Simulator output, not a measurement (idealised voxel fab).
Title: Process Module voxel self aligned contacts
It is cross-section cut that appears here, measuring 175 nm in width, its square cells being 5 nm in size.
Cross-section layout: square cells on a grid; listed as bands, top to bottom; a band spans one or more cell rows.
Top height, bottom height, nm. Materials left to right, width each, nm. Single material + "full width" = fills band edge to edge. "empty" = empty.
Basically, 0 is our baseline, since under it the wafer straight out of the box is all one material. The bottom band has no lower end and keeps on going down, so it looks like "0 and below".
The width entry "30->40" should be interpreted row by row: the top row of cells in the band takes the first number, the bottom row takes the second number, and the change between adjacent rows is uniform throughout.
It should be understood that the words "changes: none", when stated for a given step, signify that the cross-section underwent no change in any of its cells during that step.
Each empty space that has no open way to the top and spans at least 8 cells appears under "Fully sealed voids" as width x height at distance, the distance counted from the left edge, all in nm.
That trailing text on a step's line, after the settings, is the simulator's own remark on the step.
If you see "overlay nm" on a step's line and that step has a mask, it's telling you how far right of where it was planned the mask ended up; a negative number means it went left instead.
Planned process steps
1. RECEIVE,material Si
2. CONFORMAL_DEP,material SiO2,thk nm 5
3. DIRECTIONAL_DEP,material polySi,thk nm 25
4. DIRECTIONAL_DEP,material SiN,thk nm 15
5. DIRECTIONAL_DEP,material aC,thk nm 10
6. PATTERN,tone cover,mask id GATE,material resist,width nm 25,pitch nm 60,thk nm 25,overlay nm 0
7. DIRECTIONAL_ETCH,etch materials aC,depth nm 10
8. STRIP,etch materials resist
9. DIRECTIONAL_ETCH,etch materials SiN,depth nm 15
10. DIRECTIONAL_ETCH,etch materials polySi,depth nm 25
11. STRIP,etch materials aC
12. CONFORMAL_DEP,material SiN,thk nm 5
13. DIRECTIONAL_ETCH,etch materials SiN,depth nm 5
14. FILL_DEP,material SiO2,thk nm 15
15. CMP,height nm 50
16. MASKED_ETCH,tone open,mask id CONTACT,width nm 45,etch materials SiO2,depth nm 50,overlay nm 0
17. CONFORMAL_DEP,material TiN,thk nm 5
18. FILL_DEP,material W,thk nm 5
19. CMP,height nm 50
20. CONFORMAL_DEP,material SiCN,thk nm 5
The first of the two wafers, which ran as planned
Shown in cross-section is the wafer as received, that is, as it stands after step 1
    0 and below | Si full width
    Fully sealed voids: none
Cross-section of the wafer subsequent to step 2
    5 down to 0 | SiO2 full width
    Whatever lies below 0 is exactly as it was before.
Cross-section of the wafer subsequent to step 3
    30 down to 5 | polySi full width
    Whatever lies below 5 is exactly as it was before.
Cross-section of the wafer subsequent to step 4
    45 down to 30 | SiN full width
    Whatever lies below 30 is exactly as it was before.
Cross-section of the wafer subsequent to step 5
    55 down to 45 | aC full width
    Whatever lies below 45 is exactly as it was before.
Cross-section of the wafer subsequent to step 6
    80 down to 55 | 45 of empty / 25 of resist / 35 of empty / 25 of resist / 45 of empty
    Whatever lies below 55 is exactly as it was before.
Cross-section of the wafer subsequent to step 7
    70 down to 55 | 45 of empty / 25 of resist / 35 of empty / 25 of resist / 45 of empty
    55 down to 45 | 45 of empty / 25 of aC / 35 of empty / 25 of aC / 45 of empty
    Whatever lies below 45 is exactly as it was before.
Cross-section of the wafer subsequent to step 8
    55 down to 45 | 45 of empty / 25 of aC / 35 of empty / 25 of aC / 45 of empty
    Whatever lies below 45 is exactly as it was before.
Cross-section of the wafer subsequent to step 9
    55 down to 45 | 45 of empty / 25 of aC / 35 of empty / 25 of aC / 45 of empty
    45 down to 30 | 45 of empty / 25 of SiN / 35 of empty / 25 of SiN / 45 of empty
    Whatever lies below 30 is exactly as it was before.
Cross-section of the wafer subsequent to step 10
    55 down to 45 | 45 of empty / 25 of aC / 35 of empty / 25 of aC / 45 of empty
    45 down to 30 | 45 of empty / 25 of SiN / 35 of empty / 25 of SiN / 45 of empty
    30 down to 5 | 45 of empty / 25 of polySi / 35 of empty / 25 of polySi / 45 of empty
    Whatever lies below 5 is exactly as it was before.
Cross-section of the wafer subsequent to step 11
    45 down to 30 | 45 of empty / 25 of SiN / 35 of empty / 25 of SiN / 45 of empty
    Whatever lies below 30 is exactly as it was before.
Cross-section of the wafer subsequent to step 12
    50 down to 30 | 40 of empty / 35 of SiN / 25 of empty / 35 of SiN / 40 of empty
    30 down to 10 | 40 of empty / 5 of SiN / 25 of polySi / 5 of SiN / 25 of empty / 5 of SiN / 25 of polySi / 5 of SiN / 40 of empty
    10 down to 5 | 45 of SiN / 25 of polySi / 35 of SiN / 25 of polySi / 45 of SiN
    Whatever lies below 5 is exactly as it was before.
Cross-section of the wafer subsequent to step 13
    45 down to 30 | 40 of empty / 35 of SiN / 25 of empty / 35 of SiN / 40 of empty
    30 down to 5 | 40 of empty / 5 of SiN / 25 of polySi / 5 of SiN / 25 of empty / 5 of SiN / 25 of polySi / 5 of SiN / 40 of empty
    Whatever lies below 5 is exactly as it was before.
Cross-section of the wafer subsequent to step 14
    60 down to 45 | SiO2 full width
    45 down to 30 | 40 of SiO2 / 35 of SiN / 25 of SiO2 / 35 of SiN / 40 of SiO2
    30 down to 5 | 40 of SiO2 / 5 of SiN / 25 of polySi / 5 of SiN / 25 of SiO2 / 5 of SiN / 25 of polySi / 5 of SiN / 40 of SiO2
    Whatever lies below 5 is exactly as it was before.
Cross-section of the wafer subsequent to step 15
    50 down to 45 | SiO2 full width
    Whatever lies below 45 is exactly as it was before.
Cross-section of the wafer subsequent to step 16
    50 down to 45 | 65 of SiO2 / 45 of empty / 65 of SiO2
    45 down to 30 | 40 of SiO2 / 35 of SiN / 25 of empty / 35 of SiN / 40 of SiO2
    30 down to 5 | 40 of SiO2 / 5 of SiN / 25 of polySi / 5 of SiN / 25 of empty / 5 of SiN / 25 of polySi / 5 of SiN / 40 of SiO2
    5 down to 0 | 75 of SiO2 / 25 of empty / 75 of SiO2
    Whatever lies below 0 is exactly as it was before.
Cross-section of the wafer subsequent to step 17
    55 down to 50 | 70 of TiN / 35 of empty / 70 of TiN
    50 down to 45 | 65 of SiO2 / 15 of TiN / 15 of empty / 15 of TiN / 65 of SiO2
    45 down to 30 | 40 of SiO2 / 35 of SiN / 5 of TiN / 15 of empty / 5 of TiN / 35 of SiN / 40 of SiO2
    30 down to 5 | 40 of SiO2 / 5 of SiN / 25 of polySi / 5 of SiN / 5 of TiN / 15 of empty / 5 of TiN / 5 of SiN / 25 of polySi / 5 of SiN / 40 of SiO2
    5 down to 0 | 75 of SiO2 / 25 of TiN / 75 of SiO2
    Whatever lies below 0 is exactly as it was before.
Cross-section of the wafer subsequent to step 18
    60 down to 55 | W full width
    55 down to 50 | 70 of TiN / 35 of W / 70 of TiN
    50 down to 45 | 65 of SiO2 / 15 of TiN / 15 of W / 15 of TiN / 65 of SiO2
    45 down to 30 | 40 of SiO2 / 35 of SiN / 5 of TiN / 15 of W / 5 of TiN / 35 of SiN / 40 of SiO2
    30 down to 5 | 40 of SiO2 / 5 of SiN / 25 of polySi / 5 of SiN / 5 of TiN / 15 of W / 5 of TiN / 5 of SiN / 25 of polySi / 5 of SiN / 40 of SiO2
    Whatever lies below 5 is exactly as it was before.
Cross-section of the wafer subsequent to step 19
    50 down to 45 | 65 of SiO2 / 15 of TiN / 15 of W / 15 of TiN / 65 of SiO2
    Whatever lies below 45 is exactly as it was before.
Cross-section of the wafer subsequent to step 20
    55 down to 50 | SiCN full width
    Whatever lies below 50 is exactly as it was before.
The remaining wafer, second of the two, started like the first and was run to the same plan, except that one mistake was made along the way; the two coincide through step 1, inclusive
Cross-section, second wafer, at the end time the plan gives for step 2: changes: none
Cross-section, second wafer, at the end time the plan gives for step 3
    25 down to 0 | polySi full width
    Whatever lies below 0 is exactly as it was before.
Cross-section, second wafer, at the end time the plan gives for step 4
    40 down to 25 | SiN full width
    Whatever lies below 25 is exactly as it was before.
Cross-section, second wafer, at the end time the plan gives for step 5
    50 down to 40 | aC full width
    Whatever lies below 40 is exactly as it was before.
Cross-section, second wafer, at the end time the plan gives for step 6
    75 down to 50 | 45 of empty / 25 of resist / 35 of empty / 25 of resist / 45 of empty
    Whatever lies below 50 is exactly as it was before.
Cross-section, second wafer, at the end time the plan gives for step 7
    65 down to 50 | 45 of empty / 25 of resist / 35 of empty / 25 of resist / 45 of empty
    50 down to 40 | 45 of empty / 25 of aC / 35 of empty / 25 of aC / 45 of empty
    Whatever lies below 40 is exactly as it was before.
Cross-section, second wafer, at the end time the plan gives for step 8
    50 down to 40 | 45 of empty / 25 of aC / 35 of empty / 25 of aC / 45 of empty
    Whatever lies below 40 is exactly as it was before.
Cross-section, second wafer, at the end time the plan gives for step 9
    50 down to 40 | 45 of empty / 25 of aC / 35 of empty / 25 of aC / 45 of empty
    40 down to 25 | 45 of empty / 25 of SiN / 35 of empty / 25 of SiN / 45 of empty
    Whatever lies below 25 is exactly as it was before.
Cross-section, second wafer, at the end time the plan gives for step 10
    50 down to 40 | 45 of empty / 25 of aC / 35 of empty / 25 of aC / 45 of empty
    40 down to 25 | 45 of empty / 25 of SiN / 35 of empty / 25 of SiN / 45 of empty
    25 down to 0 | 45 of empty / 25 of polySi / 35 of empty / 25 of polySi / 45 of empty
    Whatever lies below 0 is exactly as it was before.
Cross-section, second wafer, at the end time the plan gives for step 11
    40 down to 25 | 45 of empty / 25 of SiN / 35 of empty / 25 of SiN / 45 of empty
    Whatever lies below 25 is exactly as it was before.
Cross-section, second wafer, at the end time the plan gives for step 12
    45 down to 25 | 40 of empty / 35 of SiN / 25 of empty / 35 of SiN / 40 of empty
    25 down to 5 | 40 of empty / 5 of SiN / 25 of polySi / 5 of SiN / 25 of empty / 5 of SiN / 25 of polySi / 5 of SiN / 40 of empty
    5 down to 0 | 45 of SiN / 25 of polySi / 35 of SiN / 25 of polySi / 45 of SiN
    Whatever lies below 0 is exactly as it was before.
Cross-section, second wafer, at the end time the plan gives for step 13
    40 down to 25 | 40 of empty / 35 of SiN / 25 of empty / 35 of SiN / 40 of empty
    25 down to 0 | 40 of empty / 5 of SiN / 25 of polySi / 5 of SiN / 25 of empty / 5 of SiN / 25 of polySi / 5 of SiN / 40 of empty
    Whatever lies below 0 is exactly as it was before.
Cross-section, second wafer, at the end time the plan gives for step 14
    55 down to 40 | SiO2 full width
    40 down to 25 | 40 of SiO2 / 35 of SiN / 25 of SiO2 / 35 of SiN / 40 of SiO2
    25 down to 0 | 40 of SiO2 / 5 of SiN / 25 of polySi / 5 of SiN / 25 of SiO2 / 5 of SiN / 25 of polySi / 5 of SiN / 40 of SiO2
    Whatever lies below 0 is exactly as it was before.
Cross-section, second wafer, at the end time the plan gives for step 15
    50 down to 40 | SiO2 full width
    Whatever lies below 40 is exactly as it was before.
Cross-section, second wafer, at the end time the plan gives for step 16
    50 down to 40 | 65 of SiO2 / 45 of empty / 65 of SiO2
    40 down to 25 | 40 of SiO2 / 35 of SiN / 25 of empty / 35 of SiN / 40 of SiO2
    25 down to 0 | 40 of SiO2 / 5 of SiN / 25 of polySi / 5 of SiN / 25 of empty / 5 of SiN / 25 of polySi / 5 of SiN / 40 of SiO2
    Whatever lies below 0 is exactly as it was before.
Cross-section, second wafer, at the end time the plan gives for step 17
    55 down to 50 | 70 of TiN / 35 of empty / 70 of TiN
    50 down to 40 | 65 of SiO2 / 5->15 of TiN / 35->15 of empty / 5->15 of TiN / 65 of SiO2
    40 down to 25 | 40 of SiO2 / 35 of SiN / 5 of TiN / 15 of empty / 5 of TiN / 35 of SiN / 40 of SiO2
    25 down to 5 | 40 of SiO2 / 5 of SiN / 25 of polySi / 5 of SiN / 5 of TiN / 15 of empty / 5 of TiN / 5 of SiN / 25 of polySi / 5 of SiN / 40 of SiO2
    5 down to 0 | 40 of SiO2 / 5 of SiN / 25 of polySi / 5 of SiN / 25 of TiN / 5 of SiN / 25 of polySi / 5 of SiN / 40 of SiO2
    Whatever lies below 0 is exactly as it was before.
Cross-section, second wafer, at the end time the plan gives for step 18
    60 down to 55 | W full width
    55 down to 50 | 70 of TiN / 35 of W / 70 of TiN
    50 down to 40 | 65 of SiO2 / 5->15 of TiN / 35->15 of W / 5->15 of TiN / 65 of SiO2
    40 down to 25 | 40 of SiO2 / 35 of SiN / 5 of TiN / 15 of W / 5 of TiN / 35 of SiN / 40 of SiO2
    25 down to 5 | 40 of SiO2 / 5 of SiN / 25 of polySi / 5 of SiN / 5 of TiN / 15 of W / 5 of TiN / 5 of SiN / 25 of polySi / 5 of SiN / 40 of SiO2
    Whatever lies below 5 is exactly as it was before.
Cross-section, second wafer, at the end time the plan gives for step 19
    50 down to 40 | 65 of SiO2 / 5->15 of TiN / 35->15 of W / 5->15 of TiN / 65 of SiO2
    Whatever lies below 40 is exactly as it was before.
Cross-section, second wafer, at the end time the plan gives for step 20
    55 down to 50 | SiCN full width
    Whatever lies below 50 is exactly as it was before.
Nonconformance to the process plan: the run left out plan step 2 entirely, so it was never executed
FYI, end of process, the second wafer has more or fewer cells of some materials than the first: SiO2: 4 fewer | W: 4 more
